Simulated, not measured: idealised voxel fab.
Process module, titled voxel capacitor over wiring
Section shown: cut. Width: 295 nm. Cell size: 5 nm, square.
Heads up, the way a cross-section reads in here is a grid of square cells, handed over as bands from the top down, with every band being one or more rows of cells.
Read a band's entry like this: the first values are the height of its top and the height of its bottom in nm, and what follows is the sequence of materials from left to right, each with its width in nm. Note that "air" is empty space, and that a single material marked "everywhere" reaches across the band from edge to edge.
Zero point of the height axis is 0; under it, received wafer = one material. Lowest band: continues down indefinitely, "0 down".
Width spec "30..40" -> top row of cells at first value, bottom row at second value, equal per-row change in between.
Key: "remained unchanged" - step with no changed cell in the cross-section.
"Enclosed void inventory": empty spaces of 8 cells or more with no open way to the top, each given as width x height at distance, distance from the left edge, all in nm.
after a step's settings: what the simulator itself notes on the step
The line of a step may include "overlay nm". On a step with a mask, this value is how far to the right of its planned place the mask lay. A negative value means the mask lay to the left.
[The steps planned for the process are as follows]
1. op RECEIVE | material Si
2. op CONFORMAL_DEP | material SiO2 | thk nm 10
3. op CONFORMAL_DEP | material SiN | thk nm 5
4. op DIRECTIONAL_DEP | material lowk | thk nm 25
5. op MASKED_ETCH | tone open | mask id METAL_1 | width nm 20 | pitch nm 85 | etch materials lowk | depth nm 25 | overlay nm 0
6. op MASKED_ETCH | tone open | mask id METAL_1 | width nm 20 | pitch nm 85 | etch materials SiN | depth nm 5 | overlay nm 0
7. op CONFORMAL_DEP | material TiN | thk nm 5
8. op FILL_DEP | material Cu | thk nm 5
9. op CMP | height nm 40
10. op CONFORMAL_DEP | material SiCN | thk nm 5
11. op DIRECTIONAL_DEP | material lowk | thk nm 10
12. op MASKED_ETCH | tone open | mask id PLUG_1 | width nm 15 | etch materials lowk | depth nm 10 | overlay nm 0
13. op MASKED_ETCH | tone open | mask id PLUG_1 | width nm 15 | etch materials SiCN | depth nm 5 | overlay nm 0
14. op EPI | material Ru | thk nm 10
15. op EPI | material Ru | thk nm 5
16. op DIRECTIONAL_DEP | material TiN | thk nm 10
17. op DIRECTIONAL_DEP | material SiN | thk nm 5
18. op DIRECTIONAL_DEP | material TiN | thk nm 5
19. op DIRECTIONAL_DEP | material aC | thk nm 15
20. op PATTERN | tone cover | mask id UPPER_PLATE | material resist | width nm 70 | thk nm 30 | overlay nm 0
21. op DIRECTIONAL_ETCH | etch materials aC | depth nm 15
22. op STRIP | etch materials resist
23. op DIRECTIONAL_ETCH | etch materials TiN | depth nm 5
24. op DIRECTIONAL_ETCH | etch materials SiN | depth nm 5
25. op STRIP | etch materials aC
26. op DIRECTIONAL_DEP | material aC | thk nm 15
27. op PATTERN | tone cover | mask id LOWER_PLATE | material resist | width nm 80 | thk nm 30 | overlay nm 0
28. op DIRECTIONAL_ETCH | etch materials aC | depth nm 15
29. op STRIP | etch materials resist
30. op DIRECTIONAL_ETCH | etch materials TiN | depth nm 10
31. op STRIP | etch materials aC
32. op FILL_DEP | material SiO2 | thk nm 15
33. op CMP | height nm 85
34. op PATTERN | tone open | mask id PLUG_2 | material resist | width nm 15 | thk nm 15 | overlay nm 0
35. op DIRECTIONAL_ETCH | etch materials SiO2 | depth nm 10
36. op STRIP | etch materials resist
37. op CONFORMAL_DEP | material TiN | thk nm 5
38. op FILL_DEP | material W | thk nm 5
39. op CMP | height nm 85
40. op CONFORMAL_DEP | material SiCN | thk nm 5
[So, the first of our two wafers, run just as we planned it]
[As received (post step 1): cross-section]
* 0 down | Si everywhere
* Enclosed void inventory: none
[Cross-section: wafer state after step 2]
* 10 to 0 | SiO2 everywhere
* At heights below 0, the structure remains unaltered.
[Cross-section: wafer state after step 3]
* 15 to 10 | SiN everywhere
* At heights below 10, the structure remains unaltered.
[Cross-section: wafer state after step 4]
* 40 to 15 | lowk everywhere
* At heights below 15, the structure remains unaltered.
[Cross-section: wafer state after step 5]
* 40 to 15 | lowk (95); air (20); lowk (65); air (20); lowk (95)
* At heights below 15, the structure remains unaltered.
[Cross-section: wafer state after step 6]
* 40 to 15 | lowk (95); air (20); lowk (65); air (20); lowk (95)
* 15 to 10 | SiN (95); air (20); SiN (65); air (20); SiN (95)
* At heights below 10, the structure remains unaltered.
[Cross-section: wafer state after step 7]
* 45 to 40 | TiN (100); air (10); TiN (75); air (10); TiN (100)
* 40 to 15 | lowk (95); TiN (5); air (10); TiN (5); lowk (65); TiN (5); air (10); TiN (5); lowk (95)
* 15 to 10 | SiN (95); TiN (20); SiN (65); TiN (20); SiN (95)
* At heights below 10, the structure remains unaltered.
[Cross-section: wafer state after step 8]
* 50 to 45 | Cu everywhere
* 45 to 40 | TiN (100); Cu (10); TiN (75); Cu (10); TiN (100)
* 40 to 15 | lowk (95); TiN (5); Cu (10); TiN (5); lowk (65); TiN (5); Cu (10); TiN (5); lowk (95)
* At heights below 15, the structure remains unaltered.
[Cross-section: wafer state after step 9]
* 40 to 15 | lowk (95); TiN (5); Cu (10); TiN (5); lowk (65); TiN (5); Cu (10); TiN (5); lowk (95)
* At heights below 15, the structure remains unaltered.
[Cross-section: wafer state after step 10]
* 45 to 40 | SiCN everywhere
* At heights below 40, the structure remains unaltered.
[Cross-section: wafer state after step 11]
* 55 to 45 | lowk everywhere
* At heights below 45, the structure remains unaltered.
[Cross-section: wafer state after step 12]
* 55 to 45 | lowk (100); air (15); lowk (180)
* At heights below 45, the structure remains unaltered.
[Cross-section: wafer state after step 13]
* 55 to 45 | lowk (100); air (15); lowk (180)
* 45 to 40 | SiCN (100); air (15); SiCN (180)
* At heights below 40, the structure remains unaltered.
[Cross-section: wafer state after step 14]
* 55 to 50 | lowk (100); air (15); lowk (180)
* 50 to 45 | lowk (100); Ru (15); lowk (180)
* 45 to 40 | SiCN (100); Ru (15); SiCN (180)
* At heights below 40, the structure remains unaltered.
[Cross-section: wafer state after step 15]
* 55 to 45 | lowk (100); Ru (15); lowk (180)
* At heights below 45, the structure remains unaltered.
[Cross-section: wafer state after step 16]
* 65 to 55 | TiN everywhere
* At heights below 55, the structure remains unaltered.
[Cross-section: wafer state after step 17]
* 70 to 65 | SiN everywhere
* At heights below 65, the structure remains unaltered.
[Cross-section: wafer state after step 18]
* 75 to 70 | TiN everywhere
* At heights below 70, the structure remains unaltered.
[Cross-section: wafer state after step 19]
* 90 to 75 | aC everywhere
* At heights below 75, the structure remains unaltered.
[Cross-section: wafer state after step 20]
* 120 to 90 | air (100); resist (70); air (125)
* At heights below 90, the structure remains unaltered.
[Cross-section: wafer state after step 21]
* 105 to 90 | air (100); resist (70); air (125)
* 90 to 75 | air (100); aC (70); air (125)
* At heights below 75, the structure remains unaltered.
[Cross-section: wafer state after step 22]
* 90 to 75 | air (100); aC (70); air (125)
* At heights below 75, the structure remains unaltered.
[Cross-section: wafer state after step 23]
* 90 to 75 | air (100); aC (70); air (125)
* 75 to 70 | air (100); TiN (70); air (125)
* At heights below 70, the structure remains unaltered.
[Cross-section: wafer state after step 24]
* 90 to 75 | air (100); aC (70); air (125)
* 75 to 70 | air (100); TiN (70); air (125)
* 70 to 65 | air (100); SiN (70); air (125)
* At heights below 65, the structure remains unaltered.
[Cross-section: wafer state after step 25]
* 75 to 70 | air (100); TiN (70); air (125)
* At heights below 70, the structure remains unaltered.
[Cross-section: wafer state after step 26]
* 90 to 80 | air (100); aC (70); air (125)
* 80 to 75 | aC everywhere
* 75 to 70 | aC (100); TiN (70); aC (125)
* 70 to 65 | aC (100); SiN (70); aC (125)
* At heights below 65, the structure remains unaltered.
[Cross-section: wafer state after step 27]
* 120 to 90 | air (95); resist (80); air (120)
* 90 to 80 | air (95); resist (5); aC (70); resist (5); air (120)
* At heights below 80, the structure remains unaltered.
[Cross-section: wafer state after step 28]
* 105 to 90 | air (95); resist (80); air (120)
* 90 to 80 | air (95); resist (5); aC (70); resist (5); air (120)
* 80 to 75 | air (95); aC (80); air (120)
* 75 to 70 | air (95); aC (5); TiN (70); aC (5); air (120)
* 70 to 65 | air (95); aC (5); SiN (70); aC (5); air (120)
* At heights below 65, the structure remains unaltered.
[Cross-section: wafer state after step 29]
* 90 to 80 | air (100); aC (70); air (125)
* At heights below 80, the structure remains unaltered.
[Cross-section: wafer state after step 30]
* 90 to 80 | air (100); aC (70); air (125)
* 80 to 75 | air (95); aC (80); air (120)
* 75 to 70 | air (95); aC (5); TiN (70); aC (5); air (120)
* 70 to 65 | air (95); aC (5); SiN (70); aC (5); air (120)
* 65 to 55 | air (95); TiN (80); air (120)
* At heights below 55, the structure remains unaltered.
[Cross-section: wafer state after step 31]
* 75 to 70 | air (100); TiN (70); air (125)
* 70 to 65 | air (100); SiN (70); air (125)
* At heights below 65, the structure remains unaltered.
[Cross-section: wafer state after step 32]
* 90 to 75 | SiO2 everywhere
* 75 to 70 | SiO2 (100); TiN (70); SiO2 (125)
* 70 to 65 | SiO2 (100); SiN (70); SiO2 (125)
* 65 to 55 | SiO2 (95); TiN (80); SiO2 (120)
* At heights below 55, the structure remains unaltered.
[Cross-section: wafer state after step 33]
* 85 to 75 | SiO2 everywhere
* At heights below 75, the structure remains unaltered.
[Cross-section: wafer state after step 34]
* 100 to 85 | resist (110); air (15); resist (170)
* At heights below 85, the structure remains unaltered.
[Cross-section: wafer state after step 35]
* 100 to 85 | resist (110); air (15); resist (170)
* 85 to 75 | SiO2 (110); air (15); SiO2 (170)
* At heights below 75, the structure remains unaltered.
[Cross-section: wafer state after step 36]
* 85 to 75 | SiO2 (110); air (15); SiO2 (170)
* At heights below 75, the structure remains unaltered.
[Cross-section: wafer state after step 37]
* 90 to 85 | TiN (115); air (5); TiN (175)
* 85 to 80 | SiO2 (110); TiN (5); air (5); TiN (5); SiO2 (170)
* 80 to 70 | SiO2 (110..100); TiN (15..70); SiO2 (170..125)
* At heights below 70, the structure remains unaltered.
[Cross-section: wafer state after step 38]
* 95 to 90 | W everywhere
* 90 to 85 | TiN (115); W (5); TiN (175)
* 85 to 80 | SiO2 (110); TiN (5); W (5); TiN (5); SiO2 (170)
* At heights below 80, the structure remains unaltered.
[Cross-section: wafer state after step 39]
* 85 to 80 | SiO2 (110); TiN (5); W (5); TiN (5); SiO2 (170)
* At heights below 80, the structure remains unaltered.
[Cross-section: wafer state after step 40]
* 90 to 85 | SiCN everywhere
* At heights below 85, the structure remains unaltered.
[Second wafer: same start and same plan as the first, one execution error; identical to the first through step 10]
Look at the second wafer in cross-section at the time step 11 ought to have finished: remained unchanged
Look at the second wafer in cross-section at the time step 12 ought to have finished: remained unchanged
[Look at the second wafer in cross-section at the time step 13 ought to have finished]
* 45 to 40 | SiCN (100); air (15); SiCN (180)
* At heights below 40, the structure remains unaltered.
[Look at the second wafer in cross-section at the time step 14 ought to have finished]
* 50 to 45 | air (95); Ru (25); air (175)
* 45 to 40 | SiCN (100); Ru (15); SiCN (180)
* At heights below 40, the structure remains unaltered.
[Look at the second wafer in cross-section at the time step 15 ought to have finished]
* 55 to 45 | air (90); Ru (35); air (170)
* At heights below 45, the structure remains unaltered.
[Look at the second wafer in cross-section at the time step 16 ought to have finished]
* 65 to 55 | air (90); TiN (35); air (170)
* 55 to 45 | TiN (90); Ru (35); TiN (170)
* At heights below 45, the structure remains unaltered.
[Look at the second wafer in cross-section at the time step 17 ought to have finished]
* 70 to 65 | air (90); SiN (35); air (170)
* 65 to 60 | air (90); TiN (35); air (170)
* 60 to 55 | SiN (90); TiN (35); SiN (170)
* At heights below 55, the structure remains unaltered.
[Look at the second wafer in cross-section at the time step 18 ought to have finished]
* 75 to 70 | air (90); TiN (35); air (170)
* 70 to 65 | air (90); SiN (35); air (170)
* 65 to 60 | TiN everywhere
* At heights below 60, the structure remains unaltered.
[Look at the second wafer in cross-section at the time step 19 ought to have finished]
* 90 to 80 | air (90); aC (35); air (170)
* 80 to 75 | aC everywhere
* 75 to 70 | aC (90); TiN (35); aC (170)
* 70 to 65 | aC (90); SiN (35); aC (170)
* At heights below 65, the structure remains unaltered.
[Look at the second wafer in cross-section at the time step 20 ought to have finished]
* 120 to 90 | air (100); resist (70); air (125)
* 90 to 80 | air (90); aC (35); resist (45); air (125)
* At heights below 80, the structure remains unaltered.
[Look at the second wafer in cross-section at the time step 21 ought to have finished]
* 105 to 90 | air (100); resist (70); air (125)
* 90 to 80 | air (100); aC (25); resist (45); air (125)
* 80 to 75 | air (100); aC (70); air (125)
* 75 to 70 | air (90); TiN (35); aC (45); air (125)
* 70 to 65 | air (90); SiN (35); aC (45); air (125)
* At heights below 65, the structure remains unaltered.
[Look at the second wafer in cross-section at the time step 22 ought to have finished]
* 90 to 80 | air (100); aC (25); air (170)
* At heights below 80, the structure remains unaltered.
[Look at the second wafer in cross-section at the time step 23 ought to have finished]
* 90 to 80 | air (100); aC (25); air (170)
* 80 to 75 | air (100); aC (70); air (125)
* 75 to 70 | air (100); TiN (25); aC (45); air (125)
* 70 to 65 | air (90); SiN (35); aC (45); air (125)
* 65 to 60 | air (90); TiN (80); air (125)
* At heights below 60, the structure remains unaltered.
[Look at the second wafer in cross-section at the time step 24 ought to have finished]
* 90 to 80 | air (100); aC (25); air (170)
* 80 to 75 | air (100); aC (70); air (125)
* 75 to 70 | air (100); TiN (25); aC (45); air (125)
* 70 to 65 | air (100); SiN (25); aC (45); air (125)
* 65 to 60 | air (90); TiN (80); air (125)
* 60 to 55 | air (90); TiN (35); SiN (45); air (125)
* At heights below 55, the structure remains unaltered.
[Look at the second wafer in cross-section at the time step 25 ought to have finished]
* 75 to 70 | air (100); TiN (25); air (170)
* 70 to 65 | air (100); SiN (25); air (170)
* At heights below 65, the structure remains unaltered.
[Look at the second wafer in cross-section at the time step 26 ought to have finished]
* 90 to 80 | air (100); aC (25); air (170)
* 80 to 75 | air (90); aC (80); air (125)
* 75 to 70 | air (90); aC (10); TiN (25); aC (45); air (125)
* 70 to 65 | aC (100); SiN (25); aC (170)
* 65 to 60 | aC (90); TiN (80); aC (125)
* 60 to 55 | aC (90); TiN (35); SiN (45); aC (125)
* At heights below 55, the structure remains unaltered.
[Look at the second wafer in cross-section at the time step 27 ought to have finished]
* 120 to 90 | air (95); resist (80); air (120)
* 90 to 80 | air (95); resist (5); aC (25); resist (50); air (120)
* 80 to 75 | air (90); aC (80); resist (5); air (120)
* 75 to 70 | air (90); aC (10); TiN (25); aC (45); resist (5); air (120)
* At heights below 70, the structure remains unaltered.
[Look at the second wafer in cross-section at the time step 28 ought to have finished]
* 105 to 90 | air (95); resist (80); air (120)
* 90 to 80 | air (95); resist (5); aC (25); resist (50); air (120)
* 80 to 75 | air (95); aC (75); resist (5); air (120)
* 75 to 70 | air (95); aC (5); TiN (25); aC (45); resist (5); air (120)
* 70 to 65 | air (95); aC (5); SiN (25); aC (50); air (120)
* 65 to 60 | air (90); TiN (80); aC (5); air (120)
* 60 to 55 | air (90); TiN (35); SiN (45); aC (5); air (120)
* At heights below 55, the structure remains unaltered.
[Look at the second wafer in cross-section at the time step 29 ought to have finished]
* 90 to 80 | air (100); aC (25); air (170)
* 80 to 75 | air (95); aC (75); air (125)
* 75 to 70 | air (95); aC (5); TiN (25); aC (45); air (125)
* At heights below 70, the structure remains unaltered.
[Look at the second wafer in cross-section at the time step 30 ought to have finished]
* 90 to 80 | air (100); aC (25); air (170)
* 80 to 75 | air (95); aC (75); air (125)
* 75 to 70 | air (95); aC (5); TiN (25); aC (45); air (125)
* 70 to 65 | air (95); aC (5); SiN (25); aC (50); air (120)
* 65 to 60 | air (95); TiN (75); aC (5); air (120)
* 60 to 55 | air (95); TiN (30); SiN (45); aC (5); air (120)
* 55 to 45 | air (90); Ru (35); TiN (50); air (120)
* At heights below 45, the structure remains unaltered.
[Look at the second wafer in cross-section at the time step 31 ought to have finished]
* 75 to 70 | air (100); TiN (25); air (170)
* 70 to 65 | air (100); SiN (25); air (170)
* 65 to 60 | air (95); TiN (75); air (125)
* 60 to 55 | air (95); TiN (30); SiN (45); air (125)
* At heights below 55, the structure remains unaltered.
[Look at the second wafer in cross-section at the time step 32 ought to have finished]
* 90 to 75 | SiO2 everywhere
* 75 to 70 | SiO2 (100); TiN (25); SiO2 (170)
* 70 to 65 | SiO2 (100); SiN (25); SiO2 (170)
* 65 to 60 | SiO2 (95); TiN (75); SiO2 (125)
* 60 to 55 | SiO2 (95); TiN (30); SiN (45); SiO2 (125)
* 55 to 45 | SiO2 (90); Ru (35); TiN (50); SiO2 (120)
* At heights below 45, the structure remains unaltered.
[Look at the second wafer in cross-section at the time step 33 ought to have finished]
* 85 to 75 | SiO2 everywhere
* At heights below 75, the structure remains unaltered.
[Look at the second wafer in cross-section at the time step 34 ought to have finished]
* 100 to 85 | resist (110); air (15); resist (170)
* At heights below 85, the structure remains unaltered.
[Look at the second wafer in cross-section at the time step 35 ought to have finished]
* 100 to 85 | resist (110); air (15); resist (170)
* 85 to 75 | SiO2 (110); air (15); SiO2 (170)
* At heights below 75, the structure remains unaltered.
[Look at the second wafer in cross-section at the time step 36 ought to have finished]
* 85 to 75 | SiO2 (110); air (15); SiO2 (170)
* At heights below 75, the structure remains unaltered.
[Look at the second wafer in cross-section at the time step 37 ought to have finished]
* 90 to 85 | TiN (115); air (5); TiN (175)
* 85 to 80 | SiO2 (110); TiN (5); air (5); TiN (5); SiO2 (170)
* 80 to 70 | SiO2 (110..100); TiN (15..25); SiO2 (170)
* At heights below 70, the structure remains unaltered.
[Look at the second wafer in cross-section at the time step 38 ought to have finished]
* 95 to 90 | W everywhere
* 90 to 85 | TiN (115); W (5); TiN (175)
* 85 to 80 | SiO2 (110); TiN (5); W (5); TiN (5); SiO2 (170)
* At heights below 80, the structure remains unaltered.
[Look at the second wafer in cross-section at the time step 39 ought to have finished]
* 85 to 80 | SiO2 (110); TiN (5); W (5); TiN (5); SiO2 (170)
* At heights below 80, the structure remains unaltered.
[Look at the second wafer in cross-section at the time step 40 ought to have finished]
* 90 to 85 | SiCN everywhere
* At heights below 85, the structure remains unaltered.
Want to know what went wrong? step 11 in the plan did not get run; it was skipped
End of process, cell counts, second wafer against first, materials with more or fewer: Ru +8; SiO2 +104; lowk -112
